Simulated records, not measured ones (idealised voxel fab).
This section sets out a process module, namely voxel local oxidation.
Section shown: cut. Width: 165 nm. Cell size: 5 nm, square.
Heads up, the way a cross-section reads in here is a grid of square cells, handed over as bands from the top down, with every band being one or more rows of cells.
Heights first: top, then bottom, in nm. Then materials, left to right, each with a width in nm. "edge to edge" on a single material: fills the band edge to edge. "air": empty space.
Convention: height 0 is the level below which the wafer, as received, is all one material. The lowest band does not terminate at the bottom but continues downward, represented as "0 down".
Top row gets the first number, bottom row gets the second, and each row in between changes by the same step: that is how a band width like "30..40" works.
"no change occurred" after a step means that no cell of the cross-section changed.
For the entry "Enclosed void catalog", the listed items are empty spaces with no open way to the top whose size is 8 cells or more; each item follows the pattern width x height at distance, where distance is from the left edge and all three are in nm.
It should be noted that, on the line of a given step, the content following the step's settings is a remark produced by the simulator itself with respect to that step.
For masked steps, "overlay nm" on the step line gives how far right of plan the mask actually lay; a minus sign means it lay to the left.

Planned process steps
step 1: op RECEIVE | material Si
step 2: op OXIDIZE | depth nm 5
step 3: op CONFORMAL_DEP | material SiN | thk nm 10
step 4: op MASKED_ETCH | tone cover | mask id ACTIVE | width nm 110 | etch materials SiN | depth nm 10 | overlay nm 0
step 5: op SELECTIVE_ETCH | etch materials SiO2 | depth nm 5
step 6: op OXIDIZE | depth nm 15
step 7: op STRIP | etch materials SiN

The first of the two wafers, which ran as planned

Step 1 complete: cross-section of the wafer as received
* 0 down = Si edge to edge
* Enclosed void catalog: none

after step 2
* 0 to -5 = SiO2 edge to edge
* All layers under -5 are left as they were.

after step 3
* 10 to 0 = SiN edge to edge
* All layers under 0 are left as they were.

after step 4
* 10 to 0 = air 25 nm / SiN 110 nm / air 30 nm
* All layers under 0 are left as they were.

after step 5
* 10 to 0 = air 25 nm / SiN 110 nm / air 30 nm
* 0 to -5 = air 30 nm / SiO2 100 nm / air 35 nm
* All layers under -5 are left as they were.

after step 6
* 10 to 0 = air 25 nm / SiN 110 nm / air 30 nm
* 0 to -5 = air 30 nm / SiO2 100 nm / air 35 nm
* -5 to -20 = SiO2 45 nm / Si 70 nm / SiO2 50 nm
* All layers under -20 are left as they were.

after step 7
* 0 to -5 = air 30 nm / SiO2 100 nm / air 35 nm
* All layers under -5 are left as they were.

The second wafer was prepared from the same starting point and under the same plan as the first; its processing contained one mistake, and it remains indistinguishable from the first wafer up to and including step 3

Second wafer, cross-section, planned end of step 4
* 10 to 0 = air 30 nm / SiN 105 nm / air 30 nm
* All layers under 0 are left as they were.

Second wafer, cross-section, planned end of step 5
* 10 to 0 = air 30 nm / SiN 105 nm / air 30 nm
* 0 to -5 = air 35 nm / SiO2 95 nm / air 35 nm
* All layers under -5 are left as they were.

Second wafer, cross-section, planned end of step 6
* 10 to 0 = air 30 nm / SiN 105 nm / air 30 nm
* 0 to -5 = air 35 nm / SiO2 95 nm / air 35 nm
* -5 to -20 = SiO2 50 nm / Si 65 nm / SiO2 50 nm
* All layers under -20 are left as they were.

Second wafer, cross-section, planned end of step 7
* 0 to -5 = air 35 nm / SiO2 95 nm / air 35 nm
* All layers under -5 are left as they were.
What was done differently from what was planned? the process deviated at step 4: the operation and settings actually run there were op MASKED_ETCH | tone cover | mask id ACTIVE | width nm 105 | etch materials SiN | depth nm 10 | overlay nm 0
Final difference in cells, second wafer against first, listed per material as more or fewer: Si: 3 fewer | SiO2: 2 more
